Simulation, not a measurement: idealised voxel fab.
The process module presented herein is designated voxel capacitor over wiring.
Displayed cross-section: cut, width of 245 nm, square cells sized 5 nm.
Cross-section, as written here: a square-cell grid given band by band from the top down, where a band holds one or more rows of cells.
Look at the band entry: it leads with the top's height and the bottom's height in nm. Then it lists the materials left to right, with a width in nm for each. The word "throughout" on a single material says that material fills the band edge to edge. The word "air" is empty space.
Heights are expressed relative to 0, this being the level below which the as-received wafer comprises one material exclusively. The lowest band is unbounded in the downward direction and is denoted as in "0 -> down".
Width spec "30->40" -> top row of cells at first value, bottom row at second value, equal per-row change in between.
Key: "nothing was modified" - step with no changed cell in the cross-section.
Reported under the label "Closed cavity list" are the empty spaces having no open way to the top and comprising 8 cells or more; the notation for each is width x height at distance, in which the distance is measured from the left edge and all three values are in nm.
The remark found on a step's line after its settings is issued by the simulator itself and pertains to that step.
On any step carrying a mask, the "overlay nm" setting, if present on the step's line, tells how far right of its planned place the mask lay; negative values point to the left.
### These are the steps we planned for the process
- 1: RECEIVE with material Si
- 2: CONFORMAL_DEP with material SiO2, thk nm 15
- 3: DIRECTIONAL_DEP with material TiN, thk nm 5
- 4: DIRECTIONAL_DEP with material Ru, thk nm 15
- 5: DIRECTIONAL_DEP with material aC, thk nm 10
- 6: PATTERN with tone cover, mask id METAL_1, material resist, width nm 25, pitch nm 85, thk nm 30, overlay nm 0
- 7: DIRECTIONAL_ETCH with etch materials aC, depth nm 10
- 8: STRIP with etch materials resist
- 9: DIRECTIONAL_ETCH with etch materials Ru, depth nm 15
- 10: DIRECTIONAL_ETCH with etch materials TiN, depth nm 5
- 11: STRIP with etch materials aC
- 12: FILL_DEP with material SiO2, thk nm 5
- 13: CMP with height nm 25
- 14: CONFORMAL_DEP with material SiCN, thk nm 5
- 15: DIRECTIONAL_DEP with material SiO2, thk nm 20
- 16: PATTERN with tone open, mask id PLUG_1, material resist, width nm 15, thk nm 20, overlay nm 0
- 17: DIRECTIONAL_ETCH with etch materials SiO2, depth nm 20
- 18: DIRECTIONAL_ETCH with etch materials SiCN, depth nm 5
- 19: STRIP with etch materials resist
- 20: CONFORMAL_DEP with material TiN, thk nm 5
- 21: FILL_DEP with material Ru, thk nm 5
- 22: CMP with height nm 60
- 23: DIRECTIONAL_DEP with material TiN, thk nm 5
- 24: DIRECTIONAL_DEP with material SiN, thk nm 5
- 25: DIRECTIONAL_DEP with material TiN, thk nm 5
- 26: PATTERN with tone cover, mask id UPPER_PLATE, material resist, width nm 65, thk nm 15, overlay nm 0
- 27: DIRECTIONAL_ETCH with etch materials TiN, depth nm 5
- 28: DIRECTIONAL_ETCH with etch materials SiN, depth nm 5
- 29: STRIP with etch materials resist
- 30: MASKED_ETCH with tone cover, mask id LOWER_PLATE, width nm 75, etch materials TiN, depth nm 5, overlay nm 0
- 31: FILL_DEP with material SiO2, thk nm 20
- 32: CMP with height nm 90
- 33: MASKED_ETCH with tone open, mask id PLUG_2, width nm 15, etch materials SiO2, depth nm 15, overlay nm 0
- 34: CONFORMAL_DEP with material TiN, thk nm 5
- 35: FILL_DEP with material Cu, thk nm 5
- 36: CMP with height nm 90
- 37: CONFORMAL_DEP with material SiN, thk nm 5
Don't read the plan's height nm for step 13 as applying to every wafer: that's the first wafer's value, and the wafers differ in it, though they all start identical.
### Cut through the first of several wafers as received, post step 1
> 0 -> down: Si throughout
> Closed cavity list: none
### Here is the cross-section of the first of several wafers at the end of the module, after its last step, step 37
> 95 -> 90: SiN throughout
> 90 -> 80: 85 of SiO2  5 of TiN  5 of Cu  5 of TiN  145 of SiO2
> 80 -> 70: 85->75 of SiO2  15->65 of TiN  145->105 of SiO2
> 70 -> 65: 75 of SiO2  65 of SiN  105 of SiO2
> 65 -> 60: 70 of SiO2  75 of TiN  100 of SiO2
> 60 -> 55: Ru throughout
> 55 -> 50: 80 of TiN  5 of Ru  160 of TiN
> 50 -> 30: 75 of SiO2  5 of TiN  5 of Ru  5 of TiN  155 of SiO2
> 30 -> 25: 75 of SiCN  15 of TiN  155 of SiCN
> 25 -> 20: 65 of SiO2  25 of Ru  60 of SiO2  25 of Ru  70 of SiO2
> 20 -> 15: 65 of SiO2  25 of TiN  60 of SiO2  25 of TiN  70 of SiO2
> 15 -> 0: SiO2 throughout
> 0 -> down: Si throughout
> Closed cavity list: none
### Last wafer, end of module, cross-section
> 95 -> 90: SiN throughout
> 90 -> 80: 85 of SiO2  5 of TiN  5 of Cu  5 of TiN  145 of SiO2
> 80 -> 70: 85->75 of SiO2  15->65 of TiN  145->105 of SiO2
> 70 -> 65: 75 of SiO2  65 of SiN  105 of SiO2
> 65 -> 60: 70 of SiO2  75 of TiN  100 of SiO2
> 60 -> 45: 75 of SiO2  5 of TiN  5 of Ru  5 of TiN  155 of SiO2
> 45 -> 40: 75 of SiCN  15 of TiN  155 of SiCN
> 40 -> 35: SiO2 throughout
> 35 -> 20: 65 of SiO2  25 of Ru  60 of SiO2  25 of Ru  70 of SiO2
> 20 -> 15: 65 of SiO2  25 of TiN  60 of SiO2  25 of TiN  70 of SiO2
> 15 -> 0: SiO2 throughout
> 0 -> down: Si throughout
> Closed cavity list: none
### Take any row and you have a wafer at the end of the module: how many cells of each material it has gained (+) or lost (-) since it was received, and then its closed voids
height nm 25 | +2 Cu | +64 Ru | +46 SiCN | +62 SiN | +653 SiO2 | +104 TiN | Closed cavity list: none
height nm 30 | +2 Cu | +25 Ru | +46 SiCN | +62 SiN | +692 SiO2 | +104 TiN | Closed cavity list: none
height nm 35 | +2 Cu | +34 Ru | +46 SiCN | +62 SiN | +731 SiO2 | +56 TiN | Closed cavity list: none
height nm 40 | +2 Cu | +33 Ru | +46 SiCN | +62 SiN | +734 SiO2 | +54 TiN | Closed cavity list: none
